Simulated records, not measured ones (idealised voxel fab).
Title: Process Module voxel transistor to metal
In the cross-section labelled cut, the width is 165 nm and each square cell is 5 nm.
Heads up, the way a cross-section reads in here is a grid of square cells, handed over as bands from the top down, with every band being one or more rows of cells.
Top height, bottom height, nm. Materials left to right, width each, nm. Single material + "edge to edge" = fills band edge to edge. "empty" = empty.
Counting heights begins at 0, where everything beneath is, in the wafer as received, one material. The lowest band has no bottom; it goes on downwards, as "0 and below" shows.
Width "30..40": first value at the band's top row of cells, second value at its bottom row, equal change from row to row.
Any step labelled "nothing got changed" changed none of the cells in the cross-section.
Empty spaces counting at least 8 cells and having no open way to the top are listed in "Closed empty spaces". The notation width x height at distance is used for each, the distance being from the left edge and all three values in nm.
Note: text after step settings on the step line = simulator remark on that step.
overlay nm: mask offset rightward from planned place, masked step; negative means leftward offset.
[Process steps - plan]
1. RECEIVE (material Si)
2. CONFORMAL_DEP (material SiO2; thk nm 5)
3. CONFORMAL_DEP (material SiN; thk nm 15)
4. MASKED_ETCH (tone cover; mask id ACTIVE; width nm 105; etch materials SiN; depth nm 15; overlay nm 0)
5. MASKED_ETCH (tone cover; mask id ACTIVE; width nm 105; etch materials SiO2; depth nm 5; overlay nm 0)
6. MASKED_ETCH (tone cover; mask id ACTIVE; width nm 105; etch materials Si; depth nm 25; overlay nm 0)
7. FILL_DEP (material SiO2; thk nm 15)
8. CMP (height nm 20)
9. SELECTIVE_ETCH (etch materials SiO2; depth nm 10)
10. STRIP (etch materials SiN)
11. SELECTIVE_ETCH (etch materials SiO2; depth nm 5)
12. OXIDIZE (depth nm 5)
13. DIRECTIONAL_DEP (material polySi; thk nm 20)
14. DIRECTIONAL_DEP (material SiCN; thk nm 15)
15. DIRECTIONAL_DEP (material aC; thk nm 10)
16. PATTERN (tone cover; mask id GATE; material resist; width nm 35; thk nm 25; overlay nm 0)
17. DIRECTIONAL_ETCH (etch materials aC; depth nm 10)
18. STRIP (etch materials resist)
19. DIRECTIONAL_ETCH (etch materials SiCN; depth nm 25)
20. DIRECTIONAL_ETCH (etch materials polySi; depth nm 30)
21. STRIP (etch materials aC)
22. CONFORMAL_DEP (material SiO2; thk nm 5)
23. DIRECTIONAL_ETCH (etch materials SiO2; depth nm 5)
24. CONFORMAL_DEP (material SiN; thk nm 10)
25. DIRECTIONAL_ETCH (etch materials SiN; depth nm 10)
26. DIRECTIONAL_ETCH (etch materials SiO2; depth nm 5)
27. DIRECTIONAL_ETCH (etch materials Si; depth nm 5)
28. EPI (material nSi; thk nm 10)
29. FILL_DEP (material SiO2; thk nm 10)
30. CMP (height nm 20)
31. STRIP (etch materials polySi)
32. SELECTIVE_ETCH (etch materials SiO2; depth nm 5)
33. CONFORMAL_DEP (material HfO2; thk nm 5)
34. CONFORMAL_DEP (material TiN; thk nm 5)
35. FILL_DEP (material W; thk nm 10)
36. CMP (height nm 15)
37. DIRECTIONAL_DEP (material SiO2; thk nm 10)
38. MASKED_ETCH (tone open; mask id CONTACT; width nm 15; pitch nm 80; etch materials SiO2; depth nm 20; overlay nm 0)
39. CONFORMAL_DEP (material TiN; thk nm 5)
40. FILL_DEP (material W; thk nm 5)
41. CMP (height nm 25)
42. CONFORMAL_DEP (material SiCN; thk nm 5)
43. DIRECTIONAL_DEP (material SiO2; thk nm 20)
44. DIRECTIONAL_DEP (material aC; thk nm 10)
45. PATTERN (tone open; mask id METAL_1; material resist; width nm 15; pitch nm 80; thk nm 25; overlay nm 0)
46. DIRECTIONAL_ETCH (etch materials aC; depth nm 10)
47. STRIP (etch materials resist)
48. DIRECTIONAL_ETCH (etch materials SiO2; depth nm 20)
49. DIRECTIONAL_ETCH (etch materials SiCN; depth nm 5)
50. STRIP (etch materials aC)
51. CONFORMAL_DEP (material TiN; thk nm 5)
52. FILL_DEP (material Cu; thk nm 10)
53. CMP (height nm 50)
54. CONFORMAL_DEP (material SiCN; thk nm 5)
55. DIRECTIONAL_DEP (material lowk; thk nm 25)
56. MASKED_ETCH (tone open; mask id METAL_2; width nm 15; pitch nm 80; etch materials lowk; depth nm 15; overlay nm 0)
57. MASKED_ETCH (tone open; mask id METAL_2_HOLES; width nm 15; pitch nm 80; etch materials lowk; depth nm 10; overlay nm 0)
58. MASKED_ETCH (tone open; mask id METAL_2_HOLES; width nm 15; pitch nm 80; etch materials SiCN; depth nm 5; overlay nm 0)
59. CONFORMAL_DEP (material TiN; thk nm 5)
60. FILL_DEP (material Ru; thk nm 5)
61. CMP (height nm 80)
62. CONFORMAL_DEP (material SiCN; thk nm 5)
[As-received wafer cross-section (after step 1)]
  0 and below: Si edge to edge
  Closed empty spaces: none
[first wafer at the end, as planned]
  85 down to 80: SiCN edge to edge
  80 down to 55: 35 nm lowk, then 5 nm TiN, then 5 nm Ru, then 5 nm TiN, then 65 nm lowk, then 5 nm TiN, then 5 nm Ru, then 5 nm TiN, then 35 nm lowk
  55 down to 50: 35 nm SiCN, then 15 nm TiN, then 65 nm SiCN, then 15 nm TiN, then 35 nm SiCN
  50 down to 30: 35 nm SiO2, then 5 nm TiN, then 5 nm Cu, then 5 nm TiN, then 65 nm SiO2, then 5 nm TiN, then 5 nm Cu, then 5 nm TiN, then 35 nm SiO2
  30 down to 25: 35 nm SiCN, then 15 nm TiN, then 65 nm SiCN, then 15 nm TiN, then 35 nm SiCN
  25 down to 15: 35 nm SiO2, then 5 nm TiN, then 5 nm W, then 5 nm TiN, then 65 nm SiO2, then 5 nm TiN, then 5 nm W, then 5 nm TiN, then 35 nm SiO2
  15 down to 10: 35 nm SiO2, then 5 nm TiN, then 5 nm W, then 5 nm TiN, then 10 nm SiN, then 5 nm HfO2, then 5 nm TiN, then 25 nm W, then 5 nm TiN, then 5 nm HfO2, then 10 nm SiN, then 5 nm TiN, then 5 nm W, then 5 nm TiN, then 35 nm SiO2
  10 down to 5: 35 nm SiO2, then 15 nm TiN, then 10 nm SiN, then 5 nm HfO2, then 5 nm TiN, then 25 nm W, then 5 nm TiN, then 5 nm HfO2, then 10 nm SiN, then 15 nm TiN, then 35 nm SiO2
  5 down to 0: 30 nm SiO2, then 10 nm SiN, then 10 nm nSi, then 10 nm SiN, then 5 nm HfO2, then 35 nm TiN, then 5 nm HfO2, then 10 nm SiN, then 10 nm nSi, then 10 nm SiN, then 30 nm SiO2
  0 down to -5: 40 nm SiO2, then 10 nm nSi, then 10 nm SiO2, then 45 nm HfO2, then 10 nm SiO2, then 10 nm nSi, then 40 nm SiO2
  -5 down to -10: 30 nm SiO2, then 10 nm Si, then 10 nm nSi, then 65 nm Si, then 10 nm nSi, then 10 nm Si, then 30 nm SiO2
  -10 down to -25: 30 nm SiO2, then 105 nm Si, then 30 nm SiO2
  -25 and below: Si edge to edge
  Closed empty spaces: none
[This is the second of the two wafers, cross-sectioned at the end of the module; it started exactly like the first and was given the same plan, but it was run with one mistake]
  85 down to 80: SiCN edge to edge
  80 down to 55: 35 nm lowk, then 5 nm TiN, then 5 nm Ru, then 5 nm TiN, then 65 nm lowk, then 5 nm TiN, then 5 nm Ru, then 5 nm TiN, then 35 nm lowk
  55 down to 50: 35 nm SiCN, then 15 nm TiN, then 65 nm SiCN, then 15 nm TiN, then 35 nm SiCN
  50 down to 30: 35 nm SiO2, then 5 nm TiN, then 5 nm Cu, then 5 nm TiN, then 65 nm SiO2, then 5 nm TiN, then 5 nm Cu, then 5 nm TiN, then 35 nm SiO2
  30 down to 25: 35 nm SiCN, then 15 nm TiN, then 65 nm SiCN, then 15 nm TiN, then 35 nm SiCN
  25 down to 15: 35 nm SiO2, then 5 nm TiN, then 5 nm W, then 5 nm TiN, then 65 nm SiO2, then 5 nm TiN, then 5 nm W, then 5 nm TiN, then 35 nm SiO2
  15 down to 10: 35 nm SiO2, then 5 nm TiN, then 5 nm W, then 5 nm TiN, then 5 nm SiO2, then 10 nm SiN, then 5 nm HfO2, then 5 nm TiN, then 15 nm W, then 5 nm TiN, then 5 nm HfO2, then 10 nm SiN, then 5 nm SiO2, then 5 nm TiN, then 5 nm W, then 5 nm TiN, then 35 nm SiO2
  10 down to 5: 35 nm SiO2, then 15 nm TiN, then 5 nm SiO2, then 10 nm SiN, then 5 nm HfO2, then 5 nm TiN, then 15 nm W, then 5 nm TiN, then 5 nm HfO2, then 10 nm SiN, then 5 nm SiO2, then 15 nm TiN, then 35 nm SiO2
  5 down to 0: 30 nm SiO2, then 10 nm SiN, then 15 nm nSi, then 10 nm SiN, then 5 nm HfO2, then 25 nm TiN, then 5 nm HfO2, then 10 nm SiN, then 15 nm nSi, then 10 nm SiN, then 30 nm SiO2
  0 down to -5: 40 nm SiO2, then 15 nm nSi, then 10 nm SiO2, then 35 nm HfO2, then 10 nm SiO2, then 15 nm nSi, then 40 nm SiO2
  -5 down to -10: 30 nm SiO2, then 10 nm Si, then 15 nm nSi, then 55 nm Si, then 15 nm nSi, then 10 nm Si, then 30 nm SiO2
  -10 down to -25: 30 nm SiO2, then 105 nm Si, then 30 nm SiO2
  -25 and below: Si edge to edge
  Closed empty spaces: none
The plan and the run diverged here: step 16 off recipe, ran as PATTERN (tone cover; mask id GATE; material resist; width nm 25; thk nm 25; overlay nm 0)
Bottom line after processing is that, in cells, the second wafer is up or down on some materials versus the first: HfO2: 2 fewer; Si: 2 fewer; SiO2: 4 more; TiN: 2 fewer; W: 4 fewer; nSi: 6 more
